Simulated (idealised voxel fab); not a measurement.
Name of the process module below: voxel wiring stack
For reference, the cross-section in this document is cut, with width 250 nm and square cells of 5 nm.
For the purposes of this document, a cross-section shall be understood as a grid of square cells, specified as bands listed in top-to-bottom order, each band consisting of one or more rows of cells.
Band entry format. Leading values: height of top, height of bottom, nm. Remainder: materials in left-to-right order, each with its width in nm. Special words: "edge to edge" on a single material, which then fills the band edge to edge; "air", empty space.
Heights from 0 (as-received wafer is one material below). Bottom band endless downward, as "0 and below".
Width: "30->40" (first number = top row, second number = bottom row, same change from row to row of cells).
"nothing was modified" -> step changed no cross-section cell.
Heads up: "Closed void register" only lists the empty pockets with no open path to the top that are 8 cells or more, and it writes them as width x height at distance, distance from the left edge, in nm.
Text after the settings on a step's line: the simulator's own remark on that step.
The line of a step may include "overlay nm". On a step with a mask, this value is how far to the right of its planned place the mask lay. A negative value means the mask lay to the left.
Each pair of cross-sections that follows straddles one process step: the one shows the state before the step, the other the state after it, down to the lowest band that changed and no further. The step in question, and its settings, are given under the pair. Note that a pair is not necessarily a continuation of the pair above it, since pairs can come from different runs of this module on the same starting wafer; it is a continuation only where its entry headed "Incoming structure" says so.
Incoming structure
85 down to 70: 50 of SiO2  30 of air  30 of SiO2  30 of air  30 of SiO2  30 of air  50 of SiO2
70 down to 65: 50 of SiN  30 of air  30 of SiN  30 of air  30 of SiN  30 of air  50 of SiN
65 down to 45: 50 of lowk  5 of TiN  5 of Ru  5 of TiN  45 of lowk  5 of TiN  5 of Ru  5 of TiN  45 of lowk  5 of TiN  5 of Ru  5 of TiN  65 of lowk
45 down to 40: 50 of SiCN  15 of TiN  45 of SiCN  15 of TiN  45 of SiCN  15 of TiN  65 of SiCN
40 down to 35: 55 of TiN  20 of Cu  40 of TiN  20 of Cu  40 of TiN  20 of Cu  55 of TiN
35 down to 15: 50 of lowk  5 of TiN  20 of Cu  5 of TiN  30 of lowk  5 of TiN  20 of Cu  5 of TiN  30 of lowk  5 of TiN  20 of Cu  5 of TiN  50 of lowk
15 down to 10: 50 of SiN  30 of TiN  30 of SiN  30 of TiN  30 of SiN  30 of TiN  50 of SiN
10 down to 0: SiO2 edge to edge
0 and below: Si edge to edge
Closed void register: none
Post-Step Cross-Section
90 down to 85: 55 of TiN  20 of air  40 of TiN  20 of air  40 of TiN  20 of air  55 of TiN
85 down to 70: 50 of SiO2  5 of TiN  20 of air  5 of TiN  30 of SiO2  5 of TiN  20 of air  5 of TiN  30 of SiO2  5 of TiN  20 of air  5 of TiN  50 of SiO2
70 down to 65: 50 of SiN  30 of TiN  30 of SiN  30 of TiN  30 of SiN  30 of TiN  50 of SiN
Below 65, the layers are the same as they were.
Closed void register: none
What step was run between the cross-section before it and the cross-section after it, both above? CONFORMAL_DEP, material TiN, thk nm 5
Incoming structure: we pick up right where the pair above leaves off, with its after cross-section.
Post-Step Cross-Section
95 down to 90: Cu edge to edge
90 down to 85: 55 of TiN  20 of Cu  40 of TiN  20 of Cu  40 of TiN  20 of Cu  55 of TiN
85 down to 70: 50 of SiO2  5 of TiN  20 of Cu  5 of TiN  30 of SiO2  5 of TiN  20 of Cu  5 of TiN  30 of SiO2  5 of TiN  20 of Cu  5 of TiN  50 of SiO2
Below 70, the layers are the same as they were.
Closed void register: none
What step was run between the cross-section before it and the cross-section after it, both above? FILL_DEP, material Cu, thk nm 5
Incoming structure: we pick up right where the pair above leaves off, with its after cross-section.
Post-Step Cross-Section
85 down to 70: 50 of SiO2  5 of TiN  20 of Cu  5 of TiN  30 of SiO2  5 of TiN  20 of Cu  5 of TiN  30 of SiO2  5 of TiN  20 of Cu  5 of TiN  50 of SiO2
Below 70, the layers are the same as they were.
Closed void register: none
What step was run between the cross-section before it and the cross-section after it, both above? CMP, height nm 85
Incoming structure: we pick up right where the pair above leaves off, with its after cross-section.
Post-Step Cross-Section
90 down to 85: SiN edge to edge
Below 85, the layers are the same as they were.
Closed void register: none
What step was run between the cross-section before it and the cross-section after it, both above? CONFORMAL_DEP, material SiN, thk nm 5
Incoming structure
40 down to 20: lowk edge to edge
20 down to 15: SiN edge to edge
15 down to 0: SiO2 edge to edge
0 and below: Si edge to edge
Closed void register: none
Post-Step Cross-Section
40 down to 20: 55 of lowk  20 of air  40 of lowk  20 of air  40 of lowk  20 of air  55 of lowk
Below 20, the layers are the same as they were.
Closed void register: none
What step was run between the cross-section before it and the cross-section after it, both above? MASKED_ETCH, tone open, mask id METAL_1, width nm 20, pitch nm 60, etch materials lowk, depth nm 20, overlay nm 0
Incoming structure: we pick up right where the pair above leaves off, with its after cross-section.
Post-Step Cross-Section
40 down to 20: 55 of lowk  20 of air  40 of lowk  20 of air  40 of lowk  20 of air  55 of lowk
20 down to 15: 55 of SiN  20 of air  40 of SiN  20 of air  40 of SiN  20 of air  55 of SiN
Below 15, the layers are the same as they were.
Closed void register: none
What step was run between the cross-section before it and the cross-section after it, both above? MASKED_ETCH, tone open, mask id METAL_1, width nm 30, pitch nm 60, etch materials SiN, depth nm 5, overlay nm 0
Incoming structure: we pick up right where the pair above leaves off, with its after cross-section.
Post-Step Cross-Section
45 down to 40: 60 of TiN  10 of air  50 of TiN  10 of air  50 of TiN  10 of air  60 of TiN
40 down to 20: 55 of lowk  5 of TiN  10 of air  5 of TiN  40 of lowk  5 of TiN  10 of air  5 of TiN  40 of lowk  5 of TiN  10 of air  5 of TiN  55 of lowk
20 down to 15: 55 of SiN  20 of TiN  40 of SiN  20 of TiN  40 of SiN  20 of TiN  55 of SiN
Below 15, the layers are the same as they were.
Closed void register: none
What step was run between the cross-section before it and the cross-section after it, both above? CONFORMAL_DEP, material TiN, thk nm 5
Incoming structure: we pick up right where the pair above leaves off, with its after cross-section.
Post-Step Cross-Section
55 down to 45: Cu edge to edge
45 down to 40: 60 of TiN  10 of Cu  50 of TiN  10 of Cu  50 of TiN  10 of Cu  60 of TiN
40 down to 20: 55 of lowk  5 of TiN  10 of Cu  5 of TiN  40 of lowk  5 of TiN  10 of Cu  5 of TiN  40 of lowk  5 of TiN  10 of Cu  5 of TiN  55 of lowk
Below 20, the layers are the same as they were.
Closed void register: none
What step was run between the cross-section before it and the cross-section after it, both above? FILL_DEP, material Cu, thk nm 10
Incoming structure: we pick up right where the pair above leaves off, with its after cross-section.
Post-Step Cross-Section
40 down to 20: 55 of lowk  5 of TiN  10 of Cu  5 of TiN  40 of lowk  5 of TiN  10 of Cu  5 of TiN  40 of lowk  5 of TiN  10 of Cu  5 of TiN  55 of lowk
Below 20, the layers are the same as they were.
Closed void register: none
What step was run between the cross-section before it and the cross-section after it, both above? CMP, height nm 40
Incoming structure: we pick up right where the pair above leaves off, with its after cross-section.
Post-Step Cross-Section
45 down to 40: SiCN edge to edge
Below 40, the layers are the same as they were.
Closed void register: none
What step was run between the cross-section before it and the cross-section after it, both above? CONFORMAL_DEP, material SiCN, thk nm 5
Incoming structure: we pick up right where the pair above leaves off, with its after cross-section.
Post-Step Cross-Section
65 down to 45: lowk edge to edge
Below 45, the layers are the same as they were.
Closed void register: none
What step was run between the cross-section before it and the cross-section after it, both above? DIRECTIONAL_DEP, material lowk, thk nm 20
Incoming structure: we pick up right where the pair above leaves off, with its after cross-section.
Post-Step Cross-Section
80 down to 65: 50 of resist  15 of air  45 of resist  15 of air  45 of resist  15 of air  65 of resist
Below 65, the layers are the same as they were.
Closed void register: none
What step was run between the cross-section before it and the cross-section after it, both above? PATTERN, tone open, mask id PLUG_1, material resist, width nm 15, pitch nm 60, thk nm 15, overlay nm 0
Incoming structure: we pick up right where the pair above leaves off, with its after cross-section.
Post-Step Cross-Section
80 down to 65: 50 of resist  15 of air  45 of resist  15 of air  45 of resist  15 of air  65 of resist
65 down to 45: 50 of lowk  15 of air  45 of lowk  15 of air  45 of lowk  15 of air  65 of lowk
Below 45, the layers are the same as they were.
Closed void register: none
What step was run between the cross-section before it and the cross-section after it, both above? DIRECTIONAL_ETCH, etch materials lowk, depth nm 20
Incoming structure: we pick up right where the pair above leaves off, with its after cross-section.
Post-Step Cross-Section
80 down to 65: 50 of resist  15 of air  45 of resist  15 of air  45 of resist  15 of air  65 of resist
65 down to 45: 50 of lowk  15 of air  45 of lowk  15 of air  45 of lowk  15 of air  65 of lowk
45 down to 40: 50 of SiCN  15 of air  45 of SiCN  15 of air  45 of SiCN  15 of air  65 of SiCN
Below 40, the layers are the same as they were.
Closed void register: none
What step was run between the cross-section before it and the cross-section after it, both above? DIRECTIONAL_ETCH, etch materials SiCN, depth nm 5
Incoming structure: we pick up right where the pair above leaves off, with its after cross-section.
Post-Step Cross-Section
65 down to 45: 50 of lowk  15 of air  45 of lowk  15 of air  45 of lowk  15 of air  65 of lowk
Below 45, the layers are the same as they were.
Closed void register: none
What step was run between the cross-section before it and the cross-section after it, both above? STRIP, etch materials resist
Incoming structure: we pick up right where the pair above leaves off, with its after cross-section.
Post-Step Cross-Section
70 down to 65: 55 of TiN  5 of air  55 of TiN  5 of air  55 of TiN  5 of air  70 of TiN
65 down to 45: 50 of lowk  5 of TiN  5 of air  5 of TiN  45 of lowk  5 of TiN  5 of air  5 of TiN  45 of lowk  5 of TiN  5 of air  5 of TiN  65 of lowk
45 down to 40: 50 of SiCN  15 of TiN  45 of SiCN  15 of TiN  45 of SiCN  15 of TiN  65 of SiCN
Below 40, the layers are the same as they were.
Closed void register: none
What step was run between the cross-section before it and the cross-section after it, both above? CONFORMAL_DEP, material TiN, thk nm 5
Incoming structure: we pick up right where the pair above leaves off, with its after cross-section.
Post-Step Cross-Section
75 down to 70: Ru edge to edge
70 down to 65: 55 of TiN  5 of Ru  55 of TiN  5 of Ru  55 of TiN  5 of Ru  70 of TiN
65 down to 45: 50 of lowk  5 of TiN  5 of Ru  5 of TiN  45 of lowk  5 of TiN  5 of Ru  5 of TiN  45 of lowk  5 of TiN  5 of Ru  5 of TiN  65 of lowk
Below 45, the layers are the same as they were.
Closed void register: none
What step was run between the cross-section before it and the cross-section after it, both above? FILL_DEP, material Ru, thk nm 5
Incoming structure: we pick up right where the pair above leaves off, with its after cross-section.
Post-Step Cross-Section
65 down to 45: 50 of lowk  5 of TiN  5 of Ru  5 of TiN  45 of lowk  5 of TiN  5 of Ru  5 of TiN  45 of lowk  5 of TiN  5 of Ru  5 of TiN  65 of lowk
Below 45, the layers are the same as they were.
Closed void register: none
What step was run between the cross-section before it and the cross-section after it, both above? CMP, height nm 65
Incoming structure: we pick up right where the pair above leaves off, with its after cross-section.
Post-Step Cross-Section
70 down to 65: SiN edge to edge
Below 65, the layers are the same as they were.
Closed void register: none
What step was run between the cross-section before it and the cross-section after it, both above? CONFORMAL_DEP, material SiN, thk nm 5
Incoming structure: we pick up right where the pair above leaves off, with its after cross-section.
Post-Step Cross-Section
85 down to 70: SiO2 edge to edge
Below 70, the layers are the same as they were.
Closed void register: none
What step was run between the cross-section before it and the cross-section after it, both above? DIRECTIONAL_DEP, material SiO2, thk nm 15
Incoming structure: we pick up right where the pair above leaves off, with its after cross-section.
Post-Step Cross-Section
100 down to 85: aC edge to edge
Below 85, the layers are the same as they were.
Closed void register: none
What step was run between the cross-section before it and the cross-section after it, both above? DIRECTIONAL_DEP, material aC, thk nm 15
Incoming structure: we pick up right where the pair above leaves off, with its after cross-section.
Post-Step Cross-Section
135 down to 100: 50 of resist  30 of air  30 of resist  30 of air  30 of resist  30 of air  50 of resist
Below 100, the layers are the same as they were.
Closed void register: none
What step was run between the cross-section before it and the cross-section after it, both above? PATTERN, tone open, mask id METAL_2, material resist, width nm 30, pitch nm 60, thk nm 35, overlay nm 0
Incoming structure: we pick up right where the pair above leaves off, with its after cross-section.
Post-Step Cross-Section
120 down to 100: 50 of resist  30 of air  30 of resist  30 of air  30 of resist  30 of air  50 of resist
100 down to 85: 50 of aC  30 of air  30 of aC  30 of air  30 of aC  30 of air  50 of aC
Below 85, the layers are the same as they were.
Closed void register: none
What step was run between the cross-section before it and the cross-section after it, both above? DIRECTIONAL_ETCH, etch materials aC, depth nm 15
Incoming structure: we pick up right where the pair above leaves off, with its after cross-section.
Post-Step Cross-Section
100 down to 85: 50 of aC  30 of air  30 of aC  30 of air  30 of aC  30 of air  50 of aC
Below 85, the layers are the same as they were.
Closed void register: none
What step was run between the cross-section before it and the cross-section after it, both above? STRIP, etch materials resist
Incoming structure: we pick up right where the pair above leaves off, with its after cross-section.
Post-Step Cross-Section
100 down to 85: 50 of aC  30 of air  30 of aC  30 of air  30 of aC  30 of air  50 of aC
85 down to 70: 50 of SiO2  30 of air  30 of SiO2  30 of air  30 of SiO2  30 of air  50 of SiO2
Below 70, the layers are the same as they were.
Closed void register: none
What step was run between the cross-section before it and the cross-section after it, both above? DIRECTIONAL_ETCH, etch materials SiO2, depth nm 15
Incoming structure: we pick up right where the pair above leaves off, with its after cross-section.
Post-Step Cross-Section
100 down to 85: 50 of aC  30 of air  30 of aC  30 of air  30 of aC  30 of air  50 of aC
85 down to 70: 50 of SiO2  30 of air  30 of SiO2  30 of air  30 of SiO2  30 of air  50 of SiO2
70 down to 65: 50 of SiN  30 of air  30 of SiN  30 of air  30 of SiN  30 of air  50 of SiN
Below 65, the layers are the same as they were.
Closed void register: none
What step was run between the cross-section before it and the cross-section after it, both above? DIRECTIONAL_ETCH, etch materials SiN, depth nm 5
Incoming structure: we pick up right where the pair above leaves off, with its after cross-section.
Post-Step Cross-Section
85 down to 70: 50 of SiO2  30 of air  30 of SiO2  30 of air  30 of SiO2  30 of air  50 of SiO2
Below 70, the layers are the same as they were.
Closed void register: none
What step was run between the cross-section before it and the cross-section after it, both above? STRIP, etch materials aC
Incoming structure: we pick up right where the pair above leaves off, with its after cross-section.
Post-Step Cross-Section
90 down to 85: 55 of TiN  20 of air  40 of TiN  20 of air  40 of TiN  20 of air  55 of TiN
85 down to 70: 50 of SiO2  5 of TiN  20 of air  5 of TiN  30 of SiO2  5 of TiN  20 of air  5 of TiN  30 of SiO2  5 of TiN  20 of air  5 of TiN  50 of SiO2
70 down to 65: 50 of SiN  30 of TiN  30 of SiN  30 of TiN  30 of SiN  30 of TiN  50 of SiN
Below 65, the layers are the same as they were.
Closed void register: none
What step was run between the cross-section before it and the cross-section after it, both above? CONFORMAL_DEP, material TiN, thk nm 5
Incoming structure: we pick up right where the pair above leaves off, with its after cross-section.
Post-Step Cross-Section
95 down to 90: Cu edge to edge
90 down to 85: 55 of TiN  20 of Cu  40 of TiN  20 of Cu  40 of TiN  20 of Cu  55 of TiN
85 down to 70: 50 of SiO2  5 of TiN  20 of Cu  5 of TiN  30 of SiO2  5 of TiN  20 of Cu  5 of TiN  30 of SiO2  5 of TiN  20 of Cu  5 of TiN  50 of SiO2
Below 70, the layers are the same as they were.
Closed void register: none
What step was run between the cross-section before it and the cross-section after it, both above? FILL_DEP, material Cu, thk nm 5
Incoming structure: we pick up right where the pair above leaves off, with its after cross-section.
Post-Step Cross-Section
85 down to 70: 50 of SiO2  5 of TiN  20 of Cu  5 of TiN  30 of SiO2  5 of TiN  20 of Cu  5 of TiN  30 of SiO2  5 of TiN  20 of Cu  5 of TiN  50 of SiO2
Below 70, the layers are the same as they were.
Closed void register: none
What step was run between the cross-section before it and the cross-section after it, both above? CMP, height nm 85
Incoming structure: we pick up right where the pair above leaves off, with its after cross-section.
Post-Step Cross-Section
90 down to 85: SiN edge to edge
Below 85, the layers are the same as they were.
Closed void register: none
What step was run between the cross-section before it and the cross-section after it, both above? CONFORMAL_DEP, material SiN, thk nm 5
Incoming structure
40 down to 20: lowk edge to edge
20 down to 15: SiN edge to edge
15 down to 0: SiO2 edge to edge
0 and below: Si edge to edge
Closed void register: none
Post-Step Cross-Section
40 down to 20: 40 of lowk  30 of air  30 of lowk  30 of air  30 of lowk  30 of air  60 of lowk
Below 20, the layers are the same as they were.
Closed void register: none
What step was run between the cross-section before it and the cross-section after it, both above? MASKED_ETCH, tone open, mask id METAL_1, width nm 30, pitch nm 60, etch materials lowk, depth nm 20, overlay nm -10
Incoming structure: we pick up right where the pair above leaves off, with its after cross-section.
Post-Step Cross-Section
40 down to 20: 40 of lowk  30 of air  30 of lowk  30 of air  30 of lowk  30 of air  60 of lowk
20 down to 15: 50 of SiN  20 of air  40 of SiN  20 of air  40 of SiN  20 of air  60 of SiN
Below 15, the layers are the same as they were.
Closed void register: none
What step was run between the cross-section before it and the cross-section after it, both above? MASKED_ETCH, tone open, mask id METAL_1, width nm 30, pitch nm 60, etch materials SiN, depth nm 5, overlay nm 0
Incoming structure: we pick up right where the pair above leaves off, with its after cross-section.
Post-Step Cross-Section
45 down to 40: 45 of TiN  20 of air  40 of TiN  20 of air  40 of TiN  20 of air  65 of TiN
40 down to 25: 40 of lowk  5 of TiN  20 of air  5 of TiN  30 of lowk  5 of TiN  20 of air  5 of TiN  30 of lowk  5 of TiN  20 of air  5 of TiN  60 of lowk
25 down to 20: 40 of lowk  15 of TiN  10 of air  5 of TiN  30 of lowk  15 of TiN  10 of air  5 of TiN  30 of lowk  15 of TiN  10 of air  5 of TiN  60 of lowk
20 down to 15: 50 of SiN  20 of TiN  40 of SiN  20 of TiN  40 of SiN  20 of TiN  60 of SiN
Below 15, the layers are the same as they were.
Closed void register: none
What step was run between the cross-section before it and the cross-section after it, both above? CONFORMAL_DEP, material TiN, thk nm 5
Incoming structure: we pick up right where the pair above leaves off, with its after cross-section.
Post-Step Cross-Section
55 down to 45: Cu edge to edge
45 down to 40: 45 of TiN  20 of Cu  40 of TiN  20 of Cu  40 of TiN  20 of Cu  65 of TiN
40 down to 25: 40 of lowk  5 of TiN  20 of Cu  5 of TiN  30 of lowk  5 of TiN  20 of Cu  5 of TiN  30 of lowk  5 of TiN  20 of Cu  5 of TiN  60 of lowk
25 down to 20: 40 of lowk  15 of TiN  10 of Cu  5 of TiN  30 of lowk  15 of TiN  10 of Cu  5 of TiN  30 of lowk  15 of TiN  10 of Cu  5 of TiN  60 of lowk
Below 20, the layers are the same as they were.
Closed void register: none
What step was run between the cross-section before it and the cross-section after it, both above? FILL_DEP, material Cu, thk nm 10
Incoming structure: we pick up right where the pair above leaves off, with its after cross-section.
Post-Step Cross-Section
40 down to 25: 40 of lowk  5 of TiN  20 of Cu  5 of TiN  30 of lowk  5 of TiN  20 of Cu  5 of TiN  30 of lowk  5 of TiN  20 of Cu  5 of TiN  60 of lowk
Below 25, the layers are the same as they were.
Closed void register: none
What step was run between the cross-section before it and the cross-section after it, both above? CMP, height nm 40
Incoming structure: we pick up right where the pair above leaves off, with its after cross-section.
Post-Step Cross-Section
45 down to 40: SiCN edge to edge
Below 40, the layers are the same as they were.
Closed void register: none
What step was run between the cross-section before it and the cross-section after it, both above? CONFORMAL_DEP, material SiCN, thk nm 5
Incoming structure: we pick up right where the pair above leaves off, with its after cross-section.
Post-Step Cross-Section
65 down to 45: lowk edge to edge
Below 45, the layers are the same as they were.
Closed void register: none
What step was run between the cross-section before it and the cross-section after it, both above? DIRECTIONAL_DEP, material lowk, thk nm 20
Incoming structure: we pick up right where the pair above leaves off, with its after cross-section.
Post-Step Cross-Section
80 down to 65: 50 of resist  15 of air  45 of resist  15 of air  45 of resist  15 of air  65 of resist
Below 65, the layers are the same as they were.
Closed void register: none
What step was run between the cross-section before it and the cross-section after it, both above? PATTERN, tone open, mask id PLUG_1, material resist, width nm 15, pitch nm 60, thk nm 15, overlay nm 0
Incoming structure: we pick up right where the pair above leaves off, with its after cross-section.
Post-Step Cross-Section
80 down to 65: 50 of resist  15 of air  45 of resist  15 of air  45 of resist  15 of air  65 of resist
65 down to 45: 50 of lowk  15 of air  45 of lowk  15 of air  45 of lowk  15 of air  65 of lowk
Below 45, the layers are the same as they were.
Closed void register: none
What step was run between the cross-section before it and the cross-section after it, both above? DIRECTIONAL_ETCH, etch materials lowk, depth nm 20
Incoming structure: we pick up right where the pair above leaves off, with its after cross-section.
Post-Step Cross-Section
80 down to 65: 50 of resist  15 of air  45 of resist  15 of air  45 of resist  15 of air  65 of resist
65 down to 45: 50 of lowk  15 of air  45 of lowk  15 of air  45 of lowk  15 of air  65 of lowk
45 down to 40: 50 of SiCN  15 of air  45 of SiCN  15 of air  45 of SiCN  15 of air  65 of SiCN
Below 40, the layers are the same as they were.
Closed void register: none
What step was run between the cross-section before it and the cross-section after it, both above? DIRECTIONAL_ETCH, etch materials SiCN, depth nm 5
Incoming structure: we pick up right where the pair above leaves off, with its after cross-section.
Post-Step Cross-Section
65 down to 45: 50 of lowk  15 of air  45 of lowk  15 of air  45 of lowk  15 of air  65 of lowk
Below 45, the layers are the same as they were.
Closed void register: none
What step was run between the cross-section before it and the cross-section after it, both above? STRIP, etch materials resist
Incoming structure: we pick up right where the pair above leaves off, with its after cross-section.
Post-Step Cross-Section
70 down to 65: 55 of TiN  5 of air  55 of TiN  5 of air  55 of TiN  5 of air  70 of TiN
65 down to 45: 50 of lowk  5 of TiN  5 of air  5 of TiN  45 of lowk  5 of TiN  5 of air  5 of TiN  45 of lowk  5 of TiN  5 of air  5 of TiN  65 of lowk
45 down to 40: 50 of SiCN  15 of TiN  45 of SiCN  15 of TiN  45 of SiCN  15 of TiN  65 of SiCN
Below 40, the layers are the same as they were.
Closed void register: none
What step was run between the cross-section before it and the cross-section after it, both above? CONFORMAL_DEP, material TiN, thk nm 5
Incoming structure: we pick up right where the pair above leaves off, with its after cross-section.
Post-Step Cross-Section
75 down to 70: Ru edge to edge
70 down to 65: 55 of TiN  5 of Ru  55 of TiN  5 of Ru  55 of TiN  5 of Ru  70 of TiN
65 down to 45: 50 of lowk  5 of TiN  5 of Ru  5 of TiN  45 of lowk  5 of TiN  5 of Ru  5 of TiN  45 of lowk  5 of TiN  5 of Ru  5 of TiN  65 of lowk
Below 45, the layers are the same as they were.
Closed void register: none
What step was run between the cross-section before it and the cross-section after it, both above? FILL_DEP, material Ru, thk nm 5
Incoming structure: we pick up right where the pair above leaves off, with its after cross-section.
Post-Step Cross-Section
65 down to 45: 50 of lowk  5 of TiN  5 of Ru  5 of TiN  45 of lowk  5 of TiN  5 of Ru  5 of TiN  45 of lowk  5 of TiN  5 of Ru  5 of TiN  65 of lowk
Below 45, the layers are the same as they were.
Closed void register: none
What step was run between the cross-section before it and the cross-section after it, both above? CMP, height nm 65
Incoming structure: we pick up right where the pair above leaves off, with its after cross-section.
Post-Step Cross-Section
70 down to 65: SiN edge to edge
Below 65, the layers are the same as they were.
Closed void register: none
What step was run between the cross-section before it and the cross-section after it, both above? CONFORMAL_DEP, material SiN, thk nm 5
Incoming structure: we pick up right where the pair above leaves off, with its after cross-section.
Post-Step Cross-Section
85 down to 70: SiO2 edge to edge
Below 70, the layers are the same as they were.
Closed void register: none
What step was run between the cross-section before it and the cross-section after it, both above? DIRECTIONAL_DEP, material SiO2, thk nm 15
Incoming structure: we pick up right where the pair above leaves off, with its after cross-section.
Post-Step Cross-Section
100 down to 85: aC edge to edge
Below 85, the layers are the same as they were.
Closed void register: none
What step was run between the cross-section before it and the cross-section after it, both above? DIRECTIONAL_DEP, material aC, thk nm 15
Incoming structure: we pick up right where the pair above leaves off, with its after cross-section.
Post-Step Cross-Section
135 down to 100: 50 of resist  30 of air  30 of resist  30 of air  30 of resist  30 of air  50 of resist
Below 100, the layers are the same as they were.
Closed void register: none
What step was run between the cross-section before it and the cross-section after it, both above? PATTERN, tone open, mask id METAL_2, material resist, width nm 30, pitch nm 60, thk nm 35, overlay nm 0
Incoming structure: we pick up right where the pair above leaves off, with its after cross-section.
Post-Step Cross-Section
120 down to 100: 50 of resist  30 of air  30 of resist  30 of air  30 of resist  30 of air  50 of resist
100 down to 85: 50 of aC  30 of air  30 of aC  30 of air  30 of aC  30 of air  50 of aC
Below 85, the layers are the same as they were.
Closed void register: none
What step was run between the cross-section before it and the cross-section after it, both above? DIRECTIONAL_ETCH, etch materials aC, depth nm 15
Incoming structure: we pick up right where the pair above leaves off, with its after cross-section.
Post-Step Cross-Section
100 down to 85: 50 of aC  30 of air  30 of aC  30 of air  30 of aC  30 of air  50 of aC
Below 85, the layers are the same as they were.
Closed void register: none
What step was run between the cross-section before it and the cross-section after it, both above? STRIP, etch materials resist
Incoming structure: we pick up right where the pair above leaves off, with its after cross-section.
Post-Step Cross-Section
100 down to 85: 50 of aC  30 of air  30 of aC  30 of air  30 of aC  30 of air  50 of aC
85 down to 70: 50 of SiO2  30 of air  30 of SiO2  30 of air  30 of SiO2  30 of air  50 of SiO2
Below 70, the layers are the same as they were.
Closed void register: none
What step was run between the cross-section before it and the cross-section after it, both above? DIRECTIONAL_ETCH, etch materials SiO2, depth nm 15
Incoming structure: we pick up right where the pair above leaves off, with its after cross-section.
Post-Step Cross-Section
100 down to 85: 50 of aC  30 of air  30 of aC  30 of air  30 of aC  30 of air  50 of aC
85 down to 70: 50 of SiO2  30 of air  30 of SiO2  30 of air  30 of SiO2  30 of air  50 of SiO2
70 down to 65: 50 of SiN  30 of air  30 of SiN  30 of air  30 of SiN  30 of air  50 of SiN
Below 65, the layers are the same as they were.
Closed void register: none
What step was run between the cross-section before it and the cross-section after it, both above? DIRECTIONAL_ETCH, etch materials SiN, depth nm 5
Incoming structure: we pick up right where the pair above leaves off, with its after cross-section.
Post-Step Cross-Section
85 down to 70: 50 of SiO2  30 of air  30 of SiO2  30 of air  30 of SiO2  30 of air  50 of SiO2
Below 70, the layers are the same as they were.
Closed void register: none
What step was run between the cross-section before it and the cross-section after it, both above? STRIP, etch materials aC
Incoming structure: we pick up right where the pair above leaves off, with its after cross-section.
Post-Step Cross-Section
90 down to 85: 55 of TiN  20 of air  40 of TiN  20 of air  40 of TiN  20 of air  55 of TiN
85 down to 70: 50 of SiO2  5 of TiN  20 of air  5 of TiN  30 of SiO2  5 of TiN  20 of air  5 of TiN  30 of SiO2  5 of TiN  20 of air  5 of TiN  50 of SiO2
70 down to 65: 50 of SiN  30 of TiN  30 of SiN  30 of TiN  30 of SiN  30 of TiN  50 of SiN
Below 65, the layers are the same as they were.
Closed void register: none
What step was run between the cross-section before it and the cross-section after it, both above? CONFORMAL_DEP, material TiN, thk nm 5
Incoming structure: we pick up right where the pair above leaves off, with its after cross-section.
Post-Step Cross-Section
95 down to 90: Cu edge to edge
90 down to 85: 55 of TiN  20 of Cu  40 of TiN  20 of Cu  40 of TiN  20 of Cu  55 of TiN
85 down to 70: 50 of SiO2  5 of TiN  20 of Cu  5 of TiN  30 of SiO2  5 of TiN  20 of Cu  5 of TiN  30 of SiO2  5 of TiN  20 of Cu  5 of TiN  50 of SiO2
Below 70, the layers are the same as they were.
Closed void register: none
What step was run between the cross-section before it and the cross-section after it, both above? FILL_DEP, material Cu, thk nm 5
Incoming structure: we pick up right where the pair above leaves off, with its after cross-section.
Post-Step Cross-Section
85 down to 70: 50 of SiO2  5 of TiN  20 of Cu  5 of TiN  30 of SiO2  5 of TiN  20 of Cu  5 of TiN  30 of SiO2  5 of TiN  20 of Cu  5 of TiN  50 of SiO2
Below 70, the layers are the same as they were.
Closed void register: none
What step was run between the cross-section before it and the cross-section after it, both above? CMP, height nm 85
Incoming structure: we pick up right where the pair above leaves off, with its after cross-section.
Post-Step Cross-Section
90 down to 85: SiN edge to edge
Below 85, the layers are the same as they were.
Closed void register: none
What step was run between the cross-section before it and the cross-section after it, both above? CONFORMAL_DEP, material SiN, thk nm 5
Incoming structure
85 down to 70: 50 of SiO2  5 of TiN  20 of Cu  5 of TiN  30 of SiO2  5 of TiN  20 of Cu  5 of TiN  30 of SiO2  5 of TiN  20 of Cu  5 of TiN  50 of SiO2
70 down to 65: 50 of SiN  30 of TiN  30 of SiN  30 of TiN  30 of SiN  30 of TiN  50 of SiN
65 down to 45: 50 of lowk  5 of TiN  5 of Ru  5 of TiN  45 of lowk  5 of TiN  5 of Ru  5 of TiN  45 of lowk  5 of TiN  5 of Ru  5 of TiN  65 of lowk
45 down to 40: 50 of SiCN  15 of TiN  45 of SiCN  15 of TiN  45 of SiCN  15 of TiN  65 of SiCN
40 down to 20: 50 of lowk  5 of TiN  20 of Cu  5 of TiN  30 of lowk  5 of TiN  20 of Cu  5 of TiN  30 of lowk  5 of TiN  20 of Cu  5 of TiN  50 of lowk
20 down to 15: 50 of SiN  30 of TiN  30 of SiN  30 of TiN  30 of SiN  30 of TiN  50 of SiN
15 down to 0: SiO2 edge to edge
0 and below: Si edge to edge
Closed void register: none
Post-Step Cross-Section
90 down to 85: Ru edge to edge
Below 85, the layers are the same as they were.
Closed void register: none
What step was run between the cross-section before it and the cross-section after it, both above? CONFORMAL_DEP, material Ru, thk nm 5
Incoming structure
100 down to 85: aC edge to edge
85 down to 70: SiO2 edge to edge
70 down to 65: SiN edge to edge
65 down to 45: 50 of lowk  5 of TiN  5 of Ru  5 of TiN  45 of lowk  5 of TiN  5 of Ru  5 of TiN  45 of lowk  5 of TiN  5 of Ru  5 of TiN  65 of lowk
45 down to 40: 50 of SiCN  15 of TiN  45 of SiCN  15 of TiN  45 of SiCN  15 of TiN  65 of SiCN
40 down to 20: 50 of lowk  5 of TiN  20 of Cu  5 of TiN  30 of lowk  5 of TiN  20 of Cu  5 of TiN  30 of lowk  5 of TiN  20 of Cu  5 of TiN  50 of lowk
20 down to 15: 50 of SiN  30 of TiN  30 of SiN  30 of TiN  30 of SiN  30 of TiN  50 of SiN
15 down to 0: SiO2 edge to edge
0 and below: Si edge to edge
Closed void register: none
Post-Step Cross-Section
135 down to 100: 50 of air  30 of resist  30 of air  30 of resist  30 of air  30 of resist  50 of air
Below 100, the layers are the same as they were.
Closed void register: none
What step was run between the cross-section before it and the cross-section after it, both above? PATTERN, tone cover, mask id METAL_2, material resist, width nm 30, pitch nm 60, thk nm 35, overlay nm 0
Incoming structure: we pick up right where the pair above leaves off, with its after cross-section.
Post-Step Cross-Section
120 down to 100: 50 of air  30 of resist  30 of air  30 of resist  30 of air  30 of resist  50 of air
100 down to 85: 50 of air  30 of aC  30 of air  30 of aC  30 of air  30 of aC  50 of air
Below 85, the layers are the same as they were.
Closed void register: none
What step was run between the cross-section before it and the cross-section after it, both above? DIRECTIONAL_ETCH, etch materials aC, depth nm 15
Incoming structure: we pick up right where the pair above leaves off, with its after cross-section.
Post-Step Cross-Section
100 down to 85: 50 of air  30 of aC  30 of air  30 of aC  30 of air  30 of aC  50 of air
Below 85, the layers are the same as they were.
Closed void register: none
What step was run between the cross-section before it and the cross-section after it, both above? STRIP, etch materials resist
